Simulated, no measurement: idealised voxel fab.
The following is a process module called voxel transistor to metal.
Shown is cross-section cut, with a width of 170 nm and square cells of size 5 nm.
If you're reading a cross-section in this doc, picture square cells in a grid; it comes to you as bands, top ones listed first down to the bottom, and a band can be one or more rows of cells.
Look at the band entry: it leads with the top's height and the bottom's height in nm. Then it lists the materials left to right, with a width in nm for each. The word "throughout" on a single material says that material fills the band edge to edge. The word "blank" is empty space.
It should be noted that heights are counted from 0, beneath which the wafer as supplied is of one material throughout, and that the lowest band possesses no lower boundary but continues downward, as written in "0 -> down".
Note: "30->40" means the width goes from the first number (top row of the band) to the second number (bottom row) in equal steps per row of cells.
For the purposes of this document, the phrase "all unchanged" attached to a step denotes that no cell within the cross-section was modified by that step.
Reported under the label "Tabulated closed voids" are the empty spaces having no open way to the top and comprising 8 cells or more; the notation for each is width x height at distance, in which the distance is measured from the left edge and all three values are in nm.
On each step's line, the part that comes after the settings is the simulator's own comment on the step.
"overlay nm" denotes, for a step that has a mask, the displacement of the mask to the right of its planned place, with negative values corresponding to the left.
## This section lists the process steps that were planned
- 1: RECEIVE | material Si
- 2: OXIDIZE | depth nm 5
- 3: CONFORMAL_DEP | material SiN | thk nm 10
- 4: DIRECTIONAL_DEP | material aC | thk nm 10
- 5: PATTERN | tone cover | mask id ACTIVE | material resist | width nm 105 | thk nm 25 | overlay nm 0
- 6: DIRECTIONAL_ETCH | etch materials aC | depth nm 10
- 7: STRIP | etch materials resist
- 8: DIRECTIONAL_ETCH | etch materials SiN | depth nm 10
- 9: DIRECTIONAL_ETCH | etch materials SiO2 | depth nm 5
- 10: DIRECTIONAL_ETCH | etch materials Si | depth nm 30
- 11: STRIP | etch materials aC
- 12: FILL_DEP | material SiO2 | thk nm 10
- 13: CMP | height nm 10
- 14: SELECTIVE_ETCH | etch materials SiO2 | depth nm 10
- 15: STRIP | etch materials SiN
- 16: SELECTIVE_ETCH | etch materials SiO2 | depth nm 5
- 17: OXIDIZE | depth nm 5
- 18: DIRECTIONAL_DEP | material polySi | thk nm 30
- 19: DIRECTIONAL_DEP | material SiCN | thk nm 15
- 20: DIRECTIONAL_DEP | material aC | thk nm 10
- 21: PATTERN | tone cover | mask id GATE | material resist | width nm 25 | thk nm 25 | overlay nm 0
- 22: DIRECTIONAL_ETCH | etch materials aC | depth nm 10
- 23: STRIP | etch materials resist
- 24: DIRECTIONAL_ETCH | etch materials SiCN | depth nm 25
- 25: DIRECTIONAL_ETCH | etch materials polySi | depth nm 40
- 26: STRIP | etch materials aC
- 27: CONFORMAL_DEP | material SiN | thk nm 10
- 28: DIRECTIONAL_ETCH | etch materials SiN | depth nm 10
- 29: DIRECTIONAL_ETCH | etch materials SiO2 | depth nm 5
- 30: DIRECTIONAL_ETCH | etch materials Si | depth nm 5
- 31: EPI | material nSi | thk nm 5
- 32: FILL_DEP | material SiO2 | thk nm 5
- 33: CMP | height nm 25
- 34: STRIP | etch materials polySi
- 35: SELECTIVE_ETCH | etch materials SiO2 | depth nm 5
- 36: CONFORMAL_DEP | material HfO2 | thk nm 5
- 37: CONFORMAL_DEP | material TiN | thk nm 5
- 38: FILL_DEP | material W | thk nm 5
- 39: CMP | height nm 20
- 40: DIRECTIONAL_DEP | material SiO2 | thk nm 10
- 41: MASKED_ETCH | tone open | mask id CONTACT | width nm 20 | pitch nm 75 | etch materials SiO2 | depth nm 40 | overlay nm 0
- 42: CONFORMAL_DEP | material TiN | thk nm 5
- 43: FILL_DEP | material Ru | thk nm 10
- 44: CMP | height nm 30
- 45: CONFORMAL_DEP | material SiCN | thk nm 5
- 46: DIRECTIONAL_DEP | material SiO2 | thk nm 25
- 47: DIRECTIONAL_DEP | material aC | thk nm 10
- 48: PATTERN | tone open | mask id METAL_1 | material resist | width nm 20 | pitch nm 75 | thk nm 30 | overlay nm 0
- 49: DIRECTIONAL_ETCH | etch materials aC | depth nm 10
- 50: STRIP | etch materials resist
- 51: DIRECTIONAL_ETCH | etch materials SiO2 | depth nm 25
- 52: DIRECTIONAL_ETCH | etch materials SiCN | depth nm 5
- 53: STRIP | etch materials aC
- 54: CONFORMAL_DEP | material TiN | thk nm 5
- 55: FILL_DEP | material Cu | thk nm 5
- 56: CMP | height nm 60
- 57: CONFORMAL_DEP | material SiN | thk nm 5
## The following pertains to the first of two wafers, which was processed as planned
## Delivered wafer in cross-section: state after step 1
* 0 -> down | Si throughout
* Tabulated closed voids: none
## Once step 2 is through, the wafer looks like this in cross-section
* 0 -> -5 | SiO2 throughout
* Lower than -5, everything is as it was.
## Once step 3 is through, the wafer looks like this in cross-section
* 10 -> 0 | SiN throughout
* Lower than 0, everything is as it was.
## Once step 4 is through, the wafer looks like this in cross-section
* 20 -> 10 | aC throughout
* Lower than 10, everything is as it was.
## Once step 5 is through, the wafer looks like this in cross-section
* 45 -> 20 | blank: 30; resist: 105; blank: 35
* Lower than 20, everything is as it was.
## Once step 6 is through, the wafer looks like this in cross-section
* 35 -> 20 | blank: 30; resist: 105; blank: 35
* 20 -> 10 | blank: 30; aC: 105; blank: 35
* Lower than 10, everything is as it was.
## Once step 7 is through, the wafer looks like this in cross-section
* 20 -> 10 | blank: 30; aC: 105; blank: 35
* Lower than 10, everything is as it was.
## Once step 8 is through, the wafer looks like this in cross-section
* 20 -> 10 | blank: 30; aC: 105; blank: 35
* 10 -> 0 | blank: 30; SiN: 105; blank: 35
* Lower than 0, everything is as it was.
## Once step 9 is through, the wafer looks like this in cross-section
* 20 -> 10 | blank: 30; aC: 105; blank: 35
* 10 -> 0 | blank: 30; SiN: 105; blank: 35
* 0 -> -5 | blank: 30; SiO2: 105; blank: 35
* Lower than -5, everything is as it was.
## Once step 10 is through, the wafer looks like this in cross-section
* 20 -> 10 | blank: 30; aC: 105; blank: 35
* 10 -> 0 | blank: 30; SiN: 105; blank: 35
* 0 -> -5 | blank: 30; SiO2: 105; blank: 35
* -5 -> -35 | blank: 30; Si: 105; blank: 35
* Lower than -35, everything is as it was.
## Once step 11 is through, the wafer looks like this in cross-section
* 10 -> 0 | blank: 30; SiN: 105; blank: 35
* Lower than 0, everything is as it was.
## Once step 12 is through, the wafer looks like this in cross-section
* 20 -> 10 | SiO2 throughout
* 10 -> 0 | SiO2: 30; SiN: 105; SiO2: 35
* 0 -> -5 | SiO2 throughout
* -5 -> -35 | SiO2: 30; Si: 105; SiO2: 35
* Lower than -35, everything is as it was.
## Once step 13 is through, the wafer looks like this in cross-section
* 10 -> 0 | SiO2: 30; SiN: 105; SiO2: 35
* Lower than 0, everything is as it was.
## Once step 14 is through, the wafer looks like this in cross-section
* 10 -> 0 | blank: 30; SiN: 105; blank: 35
* Lower than 0, everything is as it was.
## Once step 15 is through, the wafer looks like this in cross-section
* 0 -> -5 | SiO2 throughout
* Lower than -5, everything is as it was.
## Once step 16 is through, the wafer looks like this in cross-section
* -5 -> -35 | SiO2: 30; Si: 105; SiO2: 35
* Lower than -35, everything is as it was.
## Once step 17 is through, the wafer looks like this in cross-section
* -5 -> -10 | SiO2 throughout
* Lower than -10, everything is as it was.
## Once step 18 is through, the wafer looks like this in cross-section
* 25 -> -5 | polySi throughout
* Lower than -5, everything is as it was.
## Once step 19 is through, the wafer looks like this in cross-section
* 40 -> 25 | SiCN throughout
* Lower than 25, everything is as it was.
## Once step 20 is through, the wafer looks like this in cross-section
* 50 -> 40 | aC throughout
* Lower than 40, everything is as it was.
## Once step 21 is through, the wafer looks like this in cross-section
* 75 -> 50 | blank: 70; resist: 25; blank: 75
* Lower than 50, everything is as it was.
## Once step 22 is through, the wafer looks like this in cross-section
* 65 -> 50 | blank: 70; resist: 25; blank: 75
* 50 -> 40 | blank: 70; aC: 25; blank: 75
* Lower than 40, everything is as it was.
## Once step 23 is through, the wafer looks like this in cross-section
* 50 -> 40 | blank: 70; aC: 25; blank: 75
* Lower than 40, everything is as it was.
## Once step 24 is through, the wafer looks like this in cross-section
* 50 -> 40 | blank: 70; aC: 25; blank: 75
* 40 -> 25 | blank: 70; SiCN: 25; blank: 75
* Lower than 25, everything is as it was.
## Once step 25 is through, the wafer looks like this in cross-section
* 50 -> 40 | blank: 70; aC: 25; blank: 75
* 40 -> 25 | blank: 70; SiCN: 25; blank: 75
* 25 -> -5 | blank: 70; polySi: 25; blank: 75
* Lower than -5, everything is as it was.
## Once step 26 is through, the wafer looks like this in cross-section
* 40 -> 25 | blank: 70; SiCN: 25; blank: 75
* Lower than 25, everything is as it was.
## Once step 27 is through, the wafer looks like this in cross-section
* 50 -> 40 | blank: 60; SiN: 45; blank: 65
* 40 -> 25 | blank: 60; SiN: 10; SiCN: 25; SiN: 10; blank: 65
* 25 -> 5 | blank: 60; SiN: 10; polySi: 25; SiN: 10; blank: 65
* 5 -> -5 | SiN: 70; polySi: 25; SiN: 75
* Lower than -5, everything is as it was.
## Once step 28 is through, the wafer looks like this in cross-section
* 40 -> 25 | blank: 60; SiN: 10; SiCN: 25; SiN: 10; blank: 65
* 25 -> -5 | blank: 60; SiN: 10; polySi: 25; SiN: 10; blank: 65
* Lower than -5, everything is as it was.
## Once step 29 is through, the wafer looks like this in cross-section
* 40 -> 25 | blank: 60; SiN: 10; SiCN: 25; SiN: 10; blank: 65
* 25 -> -5 | blank: 60; SiN: 10; polySi: 25; SiN: 10; blank: 65
* -5 -> -10 | blank: 60; SiO2: 45; blank: 65
* Lower than -10, everything is as it was.
## Once step 30 is through, the wafer looks like this in cross-section
* 40 -> 25 | blank: 60; SiN: 10; SiCN: 25; SiN: 10; blank: 65
* 25 -> -5 | blank: 60; SiN: 10; polySi: 25; SiN: 10; blank: 65
* -5 -> -10 | blank: 60; SiO2: 45; blank: 65
* -10 -> -15 | SiO2: 30; blank: 30; Si: 45; blank: 30; SiO2: 35
* Lower than -15, everything is as it was.
## Once step 31 is through, the wafer looks like this in cross-section
* 40 -> 25 | blank: 60; SiN: 10; SiCN: 25; SiN: 10; blank: 65
* 25 -> -5 | blank: 60; SiN: 10; polySi: 25; SiN: 10; blank: 65
* -5 -> -10 | blank: 55; nSi: 5; SiO2: 45; nSi: 5; blank: 60
* -10 -> -15 | SiO2: 30; nSi: 30; Si: 45; nSi: 30; SiO2: 35
* Lower than -15, everything is as it was.
## Once step 32 is through, the wafer looks like this in cross-section
* 45 -> 40 | SiO2 throughout
* 40 -> 25 | SiO2: 60; SiN: 10; SiCN: 25; SiN: 10; SiO2: 65
* 25 -> -5 | SiO2: 60; SiN: 10; polySi: 25; SiN: 10; SiO2: 65
* -5 -> -10 | SiO2: 55; nSi: 5; SiO2: 45; nSi: 5; SiO2: 60
* Lower than -10, everything is as it was.
## Once step 33 is through, the wafer looks like this in cross-section
* 25 -> -5 | SiO2: 60; SiN: 10; polySi: 25; SiN: 10; SiO2: 65
* Lower than -5, everything is as it was.
## Once step 34 is through, the wafer looks like this in cross-section
* 25 -> -5 | SiO2: 60; SiN: 10; blank: 25; SiN: 10; SiO2: 65
* Lower than -5, everything is as it was.
## Once step 35 is through, the wafer looks like this in cross-section
* 25 -> 20 | blank: 60; SiN: 10; blank: 25; SiN: 10; blank: 65
* 20 -> -5 | SiO2: 60; SiN: 10; blank: 25; SiN: 10; SiO2: 65
* -5 -> -10 | SiO2: 55; nSi: 5; SiO2: 5; blank: 35; SiO2: 5; nSi: 5; SiO2: 60
* Lower than -10, everything is as it was.
## Once step 36 is through, the wafer looks like this in cross-section
* 30 -> 25 | blank: 55; HfO2: 20; blank: 15; HfO2: 20; blank: 60
* 25 -> 20 | HfO2: 60; SiN: 10; HfO2: 5; blank: 15; HfO2: 5; SiN: 10; HfO2: 65
* 20 -> -5 | SiO2: 60; SiN: 10; HfO2: 5; blank: 15; HfO2: 5; SiN: 10; SiO2: 65
* -5 -> -10 | SiO2: 55; nSi: 5; SiO2: 5; HfO2: 35; SiO2: 5; nSi: 5; SiO2: 60
* Lower than -10, everything is as it was.
## Once step 37 is through, the wafer looks like this in cross-section
* 35 -> 30 | blank: 50; TiN: 30; blank: 5; TiN: 30; blank: 55
* 30 -> 25 | TiN: 55; HfO2: 20; TiN: 5; blank: 5; TiN: 5; HfO2: 20; TiN: 60
* 25 -> 20 | HfO2: 60; SiN: 10; HfO2: 5; TiN: 5; blank: 5; TiN: 5; HfO2: 5; SiN: 10; HfO2: 65
* 20 -> 0 | SiO2: 60; SiN: 10; HfO2: 5; TiN: 5; blank: 5; TiN: 5; HfO2: 5; SiN: 10; SiO2: 65
* 0 -> -5 | SiO2: 60; SiN: 10; HfO2: 5; TiN: 15; HfO2: 5; SiN: 10; SiO2: 65
* Lower than -5, everything is as it was.
## Once step 38 is through, the wafer looks like this in cross-section
* 40 -> 35 | W throughout
* 35 -> 30 | W: 50; TiN: 30; W: 5; TiN: 30; W: 55
* 30 -> 25 | TiN: 55; HfO2: 20; TiN: 5; W: 5; TiN: 5; HfO2: 20; TiN: 60
* 25 -> 20 | HfO2: 60; SiN: 10; HfO2: 5; TiN: 5; W: 5; TiN: 5; HfO2: 5; SiN: 10; HfO2: 65
* 20 -> 0 | SiO2: 60; SiN: 10; HfO2: 5; TiN: 5; W: 5; TiN: 5; HfO2: 5; SiN: 10; SiO2: 65
* Lower than 0, everything is as it was.
## Once step 39 is through, the wafer looks like this in cross-section
* 20 -> 0 | SiO2: 60; SiN: 10; HfO2: 5; TiN: 5; W: 5; TiN: 5; HfO2: 5; SiN: 10; SiO2: 65
* Lower than 0, everything is as it was.
## Once step 40 is through, the wafer looks like this in cross-section
* 30 -> 20 | SiO2 throughout
* Lower than 20, everything is as it was.
## Once step 41 is through, the wafer looks like this in cross-section
* 30 -> 20 | SiO2: 35; blank: 20; SiO2: 55; blank: 20; SiO2: 40
* 20 -> 0 | SiO2: 35; blank: 20; SiO2: 5; SiN: 10; HfO2: 5; TiN: 5; W: 5; TiN: 5; HfO2: 5; SiN: 10; SiO2: 5; blank: 20; SiO2: 40
* 0 -> -5 | SiO2: 35; blank: 20; SiO2: 5; SiN: 10; HfO2: 5; TiN: 15; HfO2: 5; SiN: 10; SiO2: 5; blank: 20; SiO2: 40
* -5 -> -10 | SiO2: 35; blank: 20; nSi: 5; SiO2: 5; HfO2: 35; SiO2: 5; nSi: 5; blank: 20; SiO2: 40
* Lower than -10, everything is as it was.
## Once step 42 is through, the wafer looks like this in cross-section
* 35 -> 30 | TiN: 40; blank: 10; TiN: 65; blank: 10; TiN: 45
* 30 -> 20 | SiO2: 35; TiN: 5; blank: 10; TiN: 5; SiO2: 55; TiN: 5; blank: 10; TiN: 5; SiO2: 40
* 20 -> 0 | SiO2: 35; TiN: 5; blank: 10; TiN: 5; SiO2: 5; SiN: 10; HfO2: 5; TiN: 5; W: 5; TiN: 5; HfO2: 5; SiN: 10; SiO2: 5; TiN: 5; blank: 10; TiN: 5; SiO2: 40
* 0 -> -5 | SiO2: 35; TiN: 5; blank: 10; TiN: 5; SiO2: 5; SiN: 10; HfO2: 5; TiN: 15; HfO2: 5; SiN: 10; SiO2: 5; TiN: 5; blank: 10; TiN: 5; SiO2: 40
* -5 -> -10 | SiO2: 35; TiN: 20; nSi: 5; SiO2: 5; HfO2: 35; SiO2: 5; nSi: 5; TiN: 20; SiO2: 40
* Lower than -10, everything is as it was.
## Once step 43 is through, the wafer looks like this in cross-section
* 45 -> 35 | Ru throughout
* 35 -> 30 | TiN: 40; Ru: 10; TiN: 65; Ru: 10; TiN: 45
* 30 -> 20 | SiO2: 35; TiN: 5; Ru: 10; TiN: 5; SiO2: 55; TiN: 5; Ru: 10; TiN: 5; SiO2: 40
* 20 -> 0 | SiO2: 35; TiN: 5; Ru: 10; TiN: 5; SiO2: 5; SiN: 10; HfO2: 5; TiN: 5; W: 5; TiN: 5; HfO2: 5; SiN: 10; SiO2: 5; TiN: 5; Ru: 10; TiN: 5; SiO2: 40
* 0 -> -5 | SiO2: 35; TiN: 5; Ru: 10; TiN: 5; SiO2: 5; SiN: 10; HfO2: 5; TiN: 15; HfO2: 5; SiN: 10; SiO2: 5; TiN: 5; Ru: 10; TiN: 5; SiO2: 40
* Lower than -5, everything is as it was.
## Once step 44 is through, the wafer looks like this in cross-section
* 30 -> 20 | SiO2: 35; TiN: 5; Ru: 10; TiN: 5; SiO2: 55; TiN: 5; Ru: 10; TiN: 5; SiO2: 40
* Lower than 20, everything is as it was.
## Once step 45 is through, the wafer looks like this in cross-section
* 35 -> 30 | SiCN throughout
* Lower than 30, everything is as it was.
## Once step 46 is through, the wafer looks like this in cross-section
* 60 -> 35 | SiO2 throughout
* Lower than 35, everything is as it was.
## Once step 47 is through, the wafer looks like this in cross-section
* 70 -> 60 | aC throughout
* Lower than 60, everything is as it was.
## Once step 48 is through, the wafer looks like this in cross-section
* 100 -> 70 | resist: 35; blank: 20; resist: 55; blank: 20; resist: 40
* Lower than 70, everything is as it was.
## Once step 49 is through, the wafer looks like this in cross-section
* 90 -> 70 | resist: 35; blank: 20; resist: 55; blank: 20; resist: 40
* 70 -> 60 | aC: 35; blank: 20; aC: 55; blank: 20; aC: 40
* Lower than 60, everything is as it was.
## Once step 50 is through, the wafer looks like this in cross-section
* 70 -> 60 | aC: 35; blank: 20; aC: 55; blank: 20; aC: 40
* Lower than 60, everything is as it was.
## Once step 51 is through, the wafer looks like this in cross-section
* 70 -> 60 | aC: 35; blank: 20; aC: 55; blank: 20; aC: 40
* 60 -> 35 | SiO2: 35; blank: 20; SiO2: 55; blank: 20; SiO2: 40
* Lower than 35, everything is as it was.
## Once step 52 is through, the wafer looks like this in cross-section
* 70 -> 60 | aC: 35; blank: 20; aC: 55; blank: 20; aC: 40
* 60 -> 35 | SiO2: 35; blank: 20; SiO2: 55; blank: 20; SiO2: 40
* 35 -> 30 | SiCN: 35; blank: 20; SiCN: 55; blank: 20; SiCN: 40
* Lower than 30, everything is as it was.
## Once step 53 is through, the wafer looks like this in cross-section
* 60 -> 35 | SiO2: 35; blank: 20; SiO2: 55; blank: 20; SiO2: 40
* Lower than 35, everything is as it was.
## Once step 54 is through, the wafer looks like this in cross-section
* 65 -> 60 | TiN: 40; blank: 10; TiN: 65; blank: 10; TiN: 45
* 60 -> 35 | SiO2: 35; TiN: 5; blank: 10; TiN: 5; SiO2: 55; TiN: 5; blank: 10; TiN: 5; SiO2: 40
* 35 -> 30 | SiCN: 35; TiN: 20; SiCN: 55; TiN: 20; SiCN: 40
* Lower than 30, everything is as it was.
## Once step 55 is through, the wafer looks like this in cross-section
* 70 -> 65 | Cu throughout
* 65 -> 60 | TiN: 40; Cu: 10; TiN: 65; Cu: 10; TiN: 45
* 60 -> 35 | SiO2: 35; TiN: 5; Cu: 10; TiN: 5; SiO2: 55; TiN: 5; Cu: 10; TiN: 5; SiO2: 40
* Lower than 35, everything is as it was.
## Once step 56 is through, the wafer looks like this in cross-section
* 60 -> 35 | SiO2: 35; TiN: 5; Cu: 10; TiN: 5; SiO2: 55; TiN: 5; Cu: 10; TiN: 5; SiO2: 40
* Lower than 35, everything is as it was.
## Once step 57 is through, the wafer looks like this in cross-section
* 65 -> 60 | SiN throughout
* Lower than 60, everything is as it was.
## second wafer: like start, like plan, one mistake. Through step 40 it matches the first wafer
## Cross-section, second wafer, at the end time the plan gives for step 41
* 30 -> 20 | blank: 35; SiO2: 20; blank: 55; SiO2: 20; blank: 40
* 20 -> 0 | blank: 35; SiO2: 20; blank: 5; SiN: 10; HfO2: 5; TiN: 5; W: 5; TiN: 5; HfO2: 5; SiN: 10; blank: 5; SiO2: 20; blank: 40
* 0 -> -5 | blank: 35; SiO2: 20; blank: 5; SiN: 10; HfO2: 5; TiN: 15; HfO2: 5; SiN: 10; blank: 5; SiO2: 20; blank: 40
* -5 -> -10 | blank: 35; SiO2: 20; nSi: 5; SiO2: 5; HfO2: 35; SiO2: 5; nSi: 5; SiO2: 20; blank: 40
* Lower than -10, everything is as it was.
## Cross-section, second wafer, at the end time the plan gives for step 42
* 35 -> 30 | blank: 30; TiN: 30; blank: 45; TiN: 30; blank: 35
* 30 -> 25 | blank: 30; TiN: 5; SiO2: 20; TiN: 5; blank: 45; TiN: 5; SiO2: 20; TiN: 5; blank: 35
* 25 -> 20 | blank: 30; TiN: 5; SiO2: 20; TiN: 55; SiO2: 20; TiN: 5; blank: 35
* 20 -> 0 | blank: 30; TiN: 5; SiO2: 20; TiN: 5; SiN: 10; HfO2: 5; TiN: 5; W: 5; TiN: 5; HfO2: 5; SiN: 10; TiN: 5; SiO2: 20; TiN: 5; blank: 35
* 0 -> -5 | blank: 30; TiN: 5; SiO2: 20; TiN: 5; SiN: 10; HfO2: 5; TiN: 15; HfO2: 5; SiN: 10; TiN: 5; SiO2: 20; TiN: 5; blank: 35
* -5 -> -10 | TiN: 35; SiO2: 20; nSi: 5; SiO2: 5; HfO2: 35; SiO2: 5; nSi: 5; SiO2: 20; TiN: 40
* Lower than -10, everything is as it was.
## Cross-section, second wafer, at the end time the plan gives for step 43
* 45 -> 35 | Ru throughout
* 35 -> 30 | Ru: 30; TiN: 30; Ru: 45; TiN: 30; Ru: 35
* 30 -> 25 | Ru: 30; TiN: 5; SiO2: 20; TiN: 5; Ru: 45; TiN: 5; SiO2: 20; TiN: 5; Ru: 35
* 25 -> 20 | Ru: 30; TiN: 5; SiO2: 20; TiN: 55; SiO2: 20; TiN: 5; Ru: 35
* 20 -> 0 | Ru: 30; TiN: 5; SiO2: 20; TiN: 5; SiN: 10; HfO2: 5; TiN: 5; W: 5; TiN: 5; HfO2: 5; SiN: 10; TiN: 5; SiO2: 20; TiN: 5; Ru: 35
* 0 -> -5 | Ru: 30; TiN: 5; SiO2: 20; TiN: 5; SiN: 10; HfO2: 5; TiN: 15; HfO2: 5; SiN: 10; TiN: 5; SiO2: 20; TiN: 5; Ru: 35
* Lower than -5, everything is as it was.
## Cross-section, second wafer, at the end time the plan gives for step 44
* 30 -> 25 | Ru: 30; TiN: 5; SiO2: 20; TiN: 5; Ru: 45; TiN: 5; SiO2: 20; TiN: 5; Ru: 35
* Lower than 25, everything is as it was.
## Cross-section, second wafer, at the end time the plan gives for step 45
* 35 -> 30 | SiCN throughout
* Lower than 30, everything is as it was.
## Cross-section, second wafer, at the end time the plan gives for step 46
* 60 -> 35 | SiO2 throughout
* Lower than 35, everything is as it was.
## Cross-section, second wafer, at the end time the plan gives for step 47
* 70 -> 60 | aC throughout
* Lower than 60, everything is as it was.
## Cross-section, second wafer, at the end time the plan gives for step 48
* 100 -> 70 | resist: 35; blank: 20; resist: 55; blank: 20; resist: 40
* Lower than 70, everything is as it was.
## Cross-section, second wafer, at the end time the plan gives for step 49
* 90 -> 70 | resist: 35; blank: 20; resist: 55; blank: 20; resist: 40
* 70 -> 60 | aC: 35; blank: 20; aC: 55; blank: 20; aC: 40
* Lower than 60, everything is as it was.
## Cross-section, second wafer, at the end time the plan gives for step 50
* 70 -> 60 | aC: 35; blank: 20; aC: 55; blank: 20; aC: 40
* Lower than 60, everything is as it was.
## Cross-section, second wafer, at the end time the plan gives for step 51
* 70 -> 60 | aC: 35; blank: 20; aC: 55; blank: 20; aC: 40
* 60 -> 35 | SiO2: 35; blank: 20; SiO2: 55; blank: 20; SiO2: 40
* Lower than 35, everything is as it was.
## Cross-section, second wafer, at the end time the plan gives for step 52
* 70 -> 60 | aC: 35; blank: 20; aC: 55; blank: 20; aC: 40
* 60 -> 35 | SiO2: 35; blank: 20; SiO2: 55; blank: 20; SiO2: 40
* 35 -> 30 | SiCN: 35; blank: 20; SiCN: 55; blank: 20; SiCN: 40
* Lower than 30, everything is as it was.
## Cross-section, second wafer, at the end time the plan gives for step 53
* 60 -> 35 | SiO2: 35; blank: 20; SiO2: 55; blank: 20; SiO2: 40
* Lower than 35, everything is as it was.
## Cross-section, second wafer, at the end time the plan gives for step 54
* 65 -> 60 | TiN: 40; blank: 10; TiN: 65; blank: 10; TiN: 45
* 60 -> 35 | SiO2: 35; TiN: 5; blank: 10; TiN: 5; SiO2: 55; TiN: 5; blank: 10; TiN: 5; SiO2: 40
* 35 -> 30 | SiCN: 35; TiN: 20; SiCN: 55; TiN: 20; SiCN: 40
* Lower than 30, everything is as it was.
## Cross-section, second wafer, at the end time the plan gives for step 55
* 70 -> 65 | Cu throughout
* 65 -> 60 | TiN: 40; Cu: 10; TiN: 65; Cu: 10; TiN: 45
* 60 -> 35 | SiO2: 35; TiN: 5; Cu: 10; TiN: 5; SiO2: 55; TiN: 5; Cu: 10; TiN: 5; SiO2: 40
* Lower than 35, everything is as it was.
## Cross-section, second wafer, at the end time the plan gives for step 56
* 60 -> 35 | SiO2: 35; TiN: 5; Cu: 10; TiN: 5; SiO2: 55; TiN: 5; Cu: 10; TiN: 5; SiO2: 40
* Lower than 35, everything is as it was.
## Cross-section, second wafer, at the end time the plan gives for step 57
* 65 -> 60 | SiN throughout
* Lower than 60, everything is as it was.
It is concluded that the wafer was processed incorrectly with respect to the plan, in that heads up, step 41 didn't go per plan, it actually ran as MASKED_ETCH | tone cover | mask id CONTACT | width nm 20 | pitch nm 75 | etch materials SiO2 | depth nm 40 | overlay nm 0
In the final state, the cell counts of the second wafer exceed or fall short of those of the first for the following materials: Ru +72; SiO2 -88; TiN +16
